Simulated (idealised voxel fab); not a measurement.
The document below concerns the process module designated voxel spacer lines.
It is cross-section cut that appears here, measuring 195 nm in width, its square cells being 5 nm in size.
Just so we're on the same page, the cross-sections are grids of square cells, and they're listed out in bands top to bottom, each band one or more rows deep. The band entry comprises the height of the band's top followed by the height of its bottom, expressed in nm, and subsequently the band's materials from left to right, each stated together with its width in nm. Where a single material is marked with the word "throughout", that material fills the band from edge to edge. The word "blank" represents empty space. Note: height 0 marks the level under which the wafer is uniformly one material as received. Lowest band unbounded below, written "top 0, no bottom". So if you see something like "30->40" for the width, read it as the top row of the band sitting at the first number and the bottom row at the second, with every row in between moving by the same amount as the last. For the purposes of this document, the phrase "remains unaltered" attached to a step denotes that no cell within the cross-section was modified by that step. Empty spaces counting at least 8 cells and having no open way to the top are listed in "Fully closed voids". The notation width x height at distance is used for each, the distance being from the left edge and all three values in nm. Past the settings on a step's line: simulator remark, on that step. overlay nm: where the mask lay relative to plan, measured to the right, on steps with a mask; negatives go left.
List of planned process steps
1: op RECEIVE | material Si
2: op CONFORMAL_DEP | material SiO2 | thk nm 10
3: op DIRECTIONAL_DEP | material TiN | thk nm 15
4: op DIRECTIONAL_DEP | material aC | thk nm 30
5: op PATTERN | tone cover | mask id MANDREL | material resist | width nm 20 | pitch nm 70 | thk nm 35 | overlay nm 0
6: op DIRECTIONAL_ETCH | etch materials aC | depth nm 30
7: op STRIP | etch materials resist
8: op CONFORMAL_DEP | material SiN | thk nm 15
9: op DIRECTIONAL_ETCH | etch materials SiN | depth nm 15
10: op STRIP | etch materials aC
11: op DIRECTIONAL_ETCH | etch materials TiN | depth nm 15
12: op STRIP | etch materials SiN
The first of a set of two wafers, run to plan
Cross-section: wafer on arrival = after step 1
- top 0, no bottom: Si throughout
- Fully closed voids: none
After step 2
- top 10, bottom 0: SiO2 throughout
- Everything below 0 is unchanged.
After step 3
- top 25, bottom 10: TiN throughout
- Everything below 10 is unchanged.
After step 4
- top 55, bottom 25: aC throughout
- Everything below 25 is unchanged.
After step 5
- top 90, bottom 55: blank 15 | resist 20 | blank 50 | resist 20 | blank 50 | resist 20 | blank 20
- Everything below 55 is unchanged.
After step 6
- top 60, bottom 55: blank 15 | resist 20 | blank 50 | resist 20 | blank 50 | resist 20 | blank 20
- top 55, bottom 25: blank 15 | aC 20 | blank 50 | aC 20 | blank 50 | aC 20 | blank 20
- Everything below 25 is unchanged.
After step 7
- top 55, bottom 25: blank 15 | aC 20 | blank 50 | aC 20 | blank 50 | aC 20 | blank 20
- Everything below 25 is unchanged.
After step 8
- top 70, bottom 55: SiN 50 | blank 20 | SiN 50 | blank 20 | SiN 50 | blank 5
- top 55, bottom 40: SiN 15 | aC 20 | SiN 15 | blank 20 | SiN 15 | aC 20 | SiN 15 | blank 20 | SiN 15 | aC 20 | SiN 15 | blank 5
- top 40, bottom 25: SiN 15 | aC 20 | SiN 50 | aC 20 | SiN 50 | aC 20 | SiN 20
- Everything below 25 is unchanged.
After step 9
- top 55, bottom 25: SiN 15 | aC 20 | SiN 15 | blank 20 | SiN 15 | aC 20 | SiN 15 | blank 20 | SiN 15 | aC 20 | SiN 15 | blank 5
- Everything below 25 is unchanged.
After step 10
- top 55, bottom 25: SiN 15 | blank 20 | SiN 15 | blank 20 | SiN 15 | blank 20 | SiN 15 | blank 20 | SiN 15 | blank 20 | SiN 15 | blank 5
- Everything below 25 is unchanged.
After step 11
- top 55, bottom 25: SiN 15 | blank 20 | SiN 15 | blank 20 | SiN 15 | blank 20 | SiN 15 | blank 20 | SiN 15 | blank 20 | SiN 15 | blank 5
- top 25, bottom 10: TiN 15 | blank 20 | TiN 15 | blank 20 | TiN 15 | blank 20 | TiN 15 | blank 20 | TiN 15 | blank 20 | TiN 15 | blank 5
- Everything below 10 is unchanged.
After step 12
- top 25, bottom 10: TiN 15 | blank 20 | TiN 15 | blank 20 | TiN 15 | blank 20 | TiN 15 | blank 20 | TiN 15 | blank 20 | TiN 15 | blank 5
- Everything below 10 is unchanged.
Now the other wafer: same start, same recipe, but we messed up one thing when running it. Up to and including step 7 it's the same as the first one
Second wafer, cut view, end of step 8 per plan
- top 70, bottom 55: TiN 50 | blank 20 | TiN 50 | blank 20 | TiN 50 | blank 5
- top 55, bottom 40: TiN 15 | aC 20 | TiN 15 | blank 20 | TiN 15 | aC 20 | TiN 15 | blank 20 | TiN 15 | aC 20 | TiN 15 | blank 5
- top 40, bottom 25: TiN 15 | aC 20 | TiN 50 | aC 20 | TiN 50 | aC 20 | TiN 20
- Everything below 25 is unchanged.
Second wafer, cut view, end of step 9 per plan: remains unaltered
Second wafer, cut view, end of step 10 per plan: remains unaltered
Second wafer, cut view, end of step 11 per plan
- top 55, bottom 25: TiN 15 | aC 20 | TiN 15 | blank 20 | TiN 15 | aC 20 | TiN 15 | blank 20 | TiN 15 | aC 20 | TiN 15 | blank 5
- Everything below 25 is unchanged.
Second wafer, cut view, end of step 12 per plan: remains unaltered
Want to know what went wrong? contrary to plan, step 8 was performed as op CONFORMAL_DEP | material TiN | thk nm 15
The closing comparison, in cells, has the second wafer with more or fewer of some materials than the first: TiN: 171 more, aC: 72 more
